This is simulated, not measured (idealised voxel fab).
Proc. module: voxel transistor to metal
The width of the displayed cross-section, cut, is 205 nm; its cells are square, with a size of 5 nm.
Square cells in a grid make up a cross-section in this document, and the grid is given as bands, listed from the top down, each one or more rows of cells.
Quick guide to a band line: top height, bottom height (nm) up front; then every material left to right with its width in nm. Only one material and it's marked "all across"? Then it fills the band edge to edge. And "blank" just means empty space.
Below 0: as-received wafer, all one material; heights counted from there. Lowest band: no bottom, goes on down, written "z 0 and below".
The width entry "30 to 40" should be interpreted row by row: the top row of cells in the band takes the first number, the bottom row takes the second number, and the change between adjacent rows is uniform throughout.
Step note "no modifications" = no cross-section cell changed.
Closed-off voids of 8+ cells (no open route to the top) go in "Closed void catalog", written width x height at distance from the left edge, in nm.
Whatever follows a step's settings on its line is a remark the simulator itself makes about that step.
overlay nm: how far to the right of its planned place the mask lay on this masked step (negative: to the left).

THIS SECTION LISTS THE PROCESS STEPS THAT WERE PLANNED
1 RECEIVE | material Si
2 CONFORMAL_DEP | material SiO2 | thk nm 5
3 CONFORMAL_DEP | material SiN | thk nm 15
4 PATTERN | tone cover | mask id ACTIVE | material resist | width nm 105 | thk nm 20 | overlay nm 0
5 DIRECTIONAL_ETCH | etch materials SiN | depth nm 15
6 DIRECTIONAL_ETCH | etch materials SiO2 | depth nm 5
7 DIRECTIONAL_ETCH | etch materials Si | depth nm 20
8 STRIP | etch materials resist
9 FILL_DEP | material SiO2 | thk nm 15
10 CMP | height nm 20
11 SELECTIVE_ETCH | etch materials SiO2 | depth nm 10
12 STRIP | etch materials SiN
13 SELECTIVE_ETCH | etch materials SiO2 | depth nm 5
14 OXIDIZE | depth nm 5
15 DIRECTIONAL_DEP | material polySi | thk nm 20
16 DIRECTIONAL_DEP | material SiCN | thk nm 15
17 PATTERN | tone cover | mask id GATE | material resist | width nm 25 | thk nm 20 | overlay nm 0
18 DIRECTIONAL_ETCH | etch materials SiCN | depth nm 25
19 DIRECTIONAL_ETCH | etch materials polySi | depth nm 30
20 STRIP | etch materials resist
21 CONFORMAL_DEP | material SiN | thk nm 10
22 DIRECTIONAL_ETCH | etch materials SiN | depth nm 10
23 DIRECTIONAL_ETCH | etch materials SiO2 | depth nm 5
24 DIRECTIONAL_ETCH | etch materials Si | depth nm 15
25 EPI | material SiGe | thk nm 15
26 FILL_DEP | material SiO2 | thk nm 5
27 CMP | height nm 35
28 DIRECTIONAL_DEP | material SiO2 | thk nm 15
29 MASKED_ETCH | tone open | mask id CONTACT | width nm 15 | pitch nm 80 | etch materials SiO2 | depth nm 40 | overlay nm 0
30 CONFORMAL_DEP | material TiN | thk nm 5
31 FILL_DEP | material Ru | thk nm 5
32 CMP | height nm 50
33 CONFORMAL_DEP | material SiN | thk nm 5
34 DIRECTIONAL_DEP | material lowk | thk nm 15
35 DIRECTIONAL_DEP | material aC | thk nm 10
36 PATTERN | tone open | mask id METAL_1 | material resist | width nm 15 | pitch nm 80 | thk nm 30 | overlay nm 0
37 DIRECTIONAL_ETCH | etch materials aC | depth nm 10
38 STRIP | etch materials resist
39 DIRECTIONAL_ETCH | etch materials lowk | depth nm 15
40 DIRECTIONAL_ETCH | etch materials SiN | depth nm 5
41 STRIP | etch materials aC
42 CONFORMAL_DEP | material TiN | thk nm 5
43 FILL_DEP | material Cu | thk nm 10
44 CMP | height nm 70
45 CONFORMAL_DEP | material SiCN | thk nm 5
46 DIRECTIONAL_DEP | material lowk | thk nm 30
47 DIRECTIONAL_DEP | material aC | thk nm 15
48 PATTERN | tone open | mask id METAL_2 | material resist | width nm 15 | pitch nm 80 | thk nm 30 | overlay nm 0
49 DIRECTIONAL_ETCH | etch materials aC | depth nm 15
50 STRIP | etch materials resist
51 DIRECTIONAL_ETCH | etch materials lowk | depth nm 20
52 STRIP | etch materials aC
53 MASKED_ETCH | tone open | mask id METAL_2_HOLES | width nm 15 | pitch nm 80 | etch materials lowk | depth nm 10 | overlay nm 0
54 MASKED_ETCH | tone open | mask id METAL_2_HOLES | width nm 15 | pitch nm 80 | etch materials SiCN | depth nm 5 | overlay nm 0
55 CONFORMAL_DEP | material TiN | thk nm 5
56 FILL_DEP | material Cu | thk nm 10
57 CMP | height nm 105
58 CONFORMAL_DEP | material SiN | thk nm 5
Don't read the plan's width nm for step 53 as applying to every wafer: that's the first wafer's value, and the wafers differ in it, though they all start identical.

CUT THROUGH THE FIRST OF SEVERAL WAFERS AS RECEIVED, POST STEP 1
> z 0 and below = Si all across
> Closed void catalog: none

THE FIRST OF SEVERAL WAFERS, SEEN IN CROSS-SECTION AFTER THE MODULE'S LAST STEP, STEP 58
> z 110 to 105 = SiN all across
> z 105 to 75 = lowk: 55, TiN: 5, Cu: 5, TiN: 5, lowk: 65, TiN: 5, Cu: 5, TiN: 5, lowk: 55
> z 75 to 70 = SiCN: 55, TiN: 15, SiCN: 65, TiN: 15, SiCN: 55
> z 70 to 55 = lowk: 55, TiN: 5, Cu: 5, TiN: 5, lowk: 65, TiN: 5, Cu: 5, TiN: 5, lowk: 55
> z 55 to 50 = SiN: 55, TiN: 15, SiN: 65, TiN: 15, SiN: 55
> z 50 to 35 = SiO2: 55, TiN: 5, Ru: 5, TiN: 5, SiO2: 65, TiN: 5, Ru: 5, TiN: 5, SiO2: 55
> z 35 to 20 = SiO2: 55, TiN: 5, Ru: 5, TiN: 5, SiO2: 10, SiN: 10, SiCN: 25, SiN: 10, SiO2: 10, TiN: 5, Ru: 5, TiN: 5, SiO2: 55
> z 20 to 15 = SiO2: 55, TiN: 5, Ru: 5, TiN: 5, SiO2: 10, SiN: 10, polySi: 25, SiN: 10, SiO2: 10, TiN: 5, Ru: 5, TiN: 5, SiO2: 55
> z 15 to 10 = SiO2: 55, TiN: 15, SiO2: 10, SiN: 10, polySi: 25, SiN: 10, SiO2: 10, TiN: 15, SiO2: 55
> z 10 to 5 = SiO2: 50, SiGe: 30, SiN: 10, polySi: 25, SiN: 10, SiGe: 30, SiO2: 50
> z 5 to 0 = SiO2: 45, SiN: 10, SiGe: 25, SiN: 10, polySi: 25, SiN: 10, SiGe: 25, SiN: 10, SiO2: 45
> z 0 to -5 = SiO2: 55, SiGe: 25, SiO2: 45, SiGe: 25, SiO2: 55
> z -5 to -20 = SiO2: 50, Si: 5, SiGe: 25, Si: 45, SiGe: 25, Si: 5, SiO2: 50
> z -20 and below = Si all across
> Closed void catalog: none

THE LAST WAFER AS SEEN IN CROSS-SECTION AT THE END OF THE MODULE
> z 110 to 105 = SiN all across
> z 105 to 95 = lowk: 50, TiN: 5 to 10, Cu: 20 to 5, TiN: 5 to 15, lowk: 50, TiN: 5 to 10, Cu: 20 to 5, TiN: 5 to 15, lowk: 45
> z 95 to 75 = lowk: 55, TiN: 5, Cu: 5, TiN: 5, lowk: 65, TiN: 5, Cu: 5, TiN: 5, lowk: 55
> z 75 to 70 = SiCN: 55, TiN: 15, SiCN: 65, TiN: 15, SiCN: 55
> z 70 to 55 = lowk: 55, TiN: 5, Cu: 5, TiN: 5, lowk: 65, TiN: 5, Cu: 5, TiN: 5, lowk: 55
> z 55 to 50 = SiN: 55, TiN: 15, SiN: 65, TiN: 15, SiN: 55
> z 50 to 35 = SiO2: 55, TiN: 5, Ru: 5, TiN: 5, SiO2: 65, TiN: 5, Ru: 5, TiN: 5, SiO2: 55
> z 35 to 20 = SiO2: 55, TiN: 5, Ru: 5, TiN: 5, SiO2: 10, SiN: 10, SiCN: 25, SiN: 10, SiO2: 10, TiN: 5, Ru: 5, TiN: 5, SiO2: 55
> z 20 to 15 = SiO2: 55, TiN: 5, Ru: 5, TiN: 5, SiO2: 10, SiN: 10, polySi: 25, SiN: 10, SiO2: 10, TiN: 5, Ru: 5, TiN: 5, SiO2: 55
> z 15 to 10 = SiO2: 55, TiN: 15, SiO2: 10, SiN: 10, polySi: 25, SiN: 10, SiO2: 10, TiN: 15, SiO2: 55
> z 10 to 5 = SiO2: 50, SiGe: 30, SiN: 10, polySi: 25, SiN: 10, SiGe: 30, SiO2: 50
> z 5 to 0 = SiO2: 45, SiN: 10, SiGe: 25, SiN: 10, polySi: 25, SiN: 10, SiGe: 25, SiN: 10, SiO2: 45
> z 0 to -5 = SiO2: 55, SiGe: 25, SiO2: 45, SiGe: 25, SiO2: 55
> z -5 to -20 = SiO2: 50, Si: 5, SiGe: 25, Si: 45, SiGe: 25, Si: 5, SiO2: 50
> z -20 and below = Si all across
> Closed void catalog: none

END OF MODULE, BY WAFER: MATERIAL-BY-MATERIAL CELL GAIN (+) OR LOSS (-) SINCE RECEIPT, THEN CLOSED VOIDS
width nm 15, +18 Cu, +14 Ru, -131 Si, +50 SiCN, +62 SiGe, +108 SiN, +364 SiO2, +82 TiN, +315 lowk, +20 polySi, Closed void catalog: none
width nm 20, +20 Cu, +14 Ru, -131 Si, +50 SiCN, +62 SiGe, +108 SiN, +364 SiO2, +84 TiN, +311 lowk, +20 polySi, Closed void catalog: none
width nm 25, +22 Cu, +14 Ru, -131 Si, +50 SiCN, +62 SiGe, +108 SiN, +364 SiO2, +86 TiN, +307 lowk, +20 polySi, Closed void catalog: none
width nm 30, +24 Cu, +14 Ru, -131 Si, +50 SiCN, +62 SiGe, +108 SiN, +364 SiO2, +88 TiN, +303 lowk, +20 polySi, Closed void catalog: none
